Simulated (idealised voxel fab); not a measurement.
A process module follows: voxel released beams.
Square cell edge 5 nm, section width 195 nm, ID cut.
Notation: cross-section as square-cell grid; stated in bands, top first, going down; one or more cell rows per band.
Quick guide to a band line: top height, bottom height (nm) up front; then every material left to right with its width in nm. Only one material and it's marked "throughout"? Then it fills the band edge to edge. And "empty" just means empty space.
Convention: height 0 is the level below which the wafer, as received, is all one material. The lowest band does not terminate at the bottom but continues downward, represented as "0..down".
With a width like "30..40", each row of cells in the band differs from the next by the same amount, the top row carrying the first number and the bottom row the second.
A step reported as "changes: none" is a step in which no cell of the cross-section changed.
Empty spaces without an open route to the top, at least 8 cells in extent, make up the entry "Fully enclosed voids"; each is given as width x height at distance, where the distance is measured from the left edge, and all are in nm.
It should be noted that, on the line of a given step, the content following the step's settings is a remark produced by the simulator itself with respect to that step.
A step's line can hold "overlay nm"; with a mask on that step, the setting says how far right of the planned place the mask lay, while a negative setting says it lay to the left.

Process steps foreseen in the plan
1. RECEIVE, material Si
2. CONFORMAL_DEP, material SiN, thk nm 10
3. DIRECTIONAL_DEP, material SiO2, thk nm 20
4. MASKED_ETCH, tone open, mask id ANCHOR, width nm 45, etch materials SiO2, depth nm 20, overlay nm 0
5. CONFORMAL_DEP, material TiN, thk nm 15
6. PATTERN, tone cover, mask id BEAM, material resist, width nm 125, thk nm 15, overlay nm 0
7. DIRECTIONAL_ETCH, etch materials TiN, depth nm 5
8. STRIP, etch materials resist
9. STRIP, etch materials SiO2
The wafers are alike at the start. At step 7, their depth nm differs. The plan lists the first wafer's value.

The first of several wafers in cross-section, exactly as it reached us after step 1
0..down  Si throughout
Fully enclosed voids: none

First of several wafers in cross-section at module end, following the final step, step 9
45..40  empty 30 nm, then TiN 20 nm, then empty 15 nm, then TiN 90 nm, then empty 40 nm
40..30  TiN 50 nm, then empty 15 nm, then TiN 130 nm
30..25  SiO2 35 nm, then TiN 15 nm, then empty 15 nm, then TiN 15 nm, then SiO2 115 nm
25..10  SiO2 35 nm, then TiN 45 nm, then SiO2 115 nm
10..0  SiN throughout
0..down  Si throughout
Fully enclosed voids: none

Cross-section, last wafer, module completion
45..30  empty 30 nm, then TiN 20 nm, then empty 15 nm, then TiN 90 nm, then empty 40 nm
30..25  empty 35 nm, then TiN 15 nm, then empty 15 nm, then TiN 15 nm, then empty 115 nm
25..10  empty 35 nm, then TiN 45 nm, then empty 115 nm
10..0  SiN throughout
0..down  Si throughout
Fully enclosed voids: none

Tabulated below, wafer by wafer, are the end-of-module results: for each material, the number of cells gained (+) or lost (-) relative to the as-received state, followed by the closed voids
depth nm 5, +78 SiN, +120 SiO2, +127 TiN, Fully enclosed voids: none
depth nm 10, +78 SiN, +120 SiO2, +113 TiN, Fully enclosed voids: none
depth nm 15, +78 SiN, +99 TiN, Fully enclosed voids: none
depth nm 20, +78 SiN, +99 TiN, Fully enclosed voids: none
depth nm 25, +78 SiN, +99 TiN, Fully enclosed voids: none
depth nm 30, +78 SiN, +99 TiN, Fully enclosed voids: none
